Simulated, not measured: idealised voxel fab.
Process module heading - voxel local oxidation
Square cells of 5 nm make up the cross-section cut, whose width is 270 nm.
Each cross-section below is a grid of square cells, stated as bands in top-down order, with one or more rows of cells making up each band.
Read a band's entry like this: the first values are the height of its top and the height of its bottom in nm, and what follows is the sequence of materials from left to right, each with its width in nm. Note that "empty" is empty space, and that a single material marked "throughout" reaches across the band from edge to edge.
Heads up on the height convention: 0 is the point under which the incoming wafer is all one material, and the lowest band has no bottom, it just keeps going down, like "z 0 and below".
The expression "30..40" gives the width at the extremes of the band, the first number at its top row of cells and the second at its bottom row, with the width changing by equal amounts from each row to the next in between.
Where a step carries "changes: none", the cross-section came out of it unchanged, cell for cell.
Heads up: "Internal closed voids" only lists the empty pockets with no open path to the top that are 8 cells or more, and it writes them as width x height at distance, distance from the left edge, in nm.
What comes after the settings on a step's line is commentary from the simulator itself on that step.
overlay nm: where the mask lay relative to plan, measured to the right, on steps with a mask; negatives go left.
Listed below are the process steps as planned:
| 1 | RECEIVE: material Si |
| 2 | OXIDIZE: depth nm 5 |
| 3 | CONFORMAL_DEP: material SiN, thk nm 10 |
| 4 | MASKED_ETCH: tone cover, mask id ACTIVE, width nm 100, etch materials SiN, depth nm 10, overlay nm 0 |
| 5 | SELECTIVE_ETCH: etch materials SiO2, depth nm 5 |
| 6 | OXIDIZE: depth nm 15 |
| 7 | STRIP: etch materials SiN |
Shown in cross-section is the wafer as received, that is, as it stands after step 1:
> z 0 and below  Si throughout
> Internal closed voids: none
One mistake in running the module, otherwise start and plan as above: cross-section at the end:
> z 0 to -5  empty 85 nm / SiO2 100 nm / empty 85 nm
> z -5 to -20  SiO2 100 nm / Si 70 nm / SiO2 100 nm
> z -20 and below  Si throughout
> Internal closed voids: none
What broke from the plan during processing? contrary to plan, step 4 was performed as MASKED_ETCH: tone cover, mask id ACTIVE, width nm 110, etch materials SiN, depth nm 10, overlay nm 0
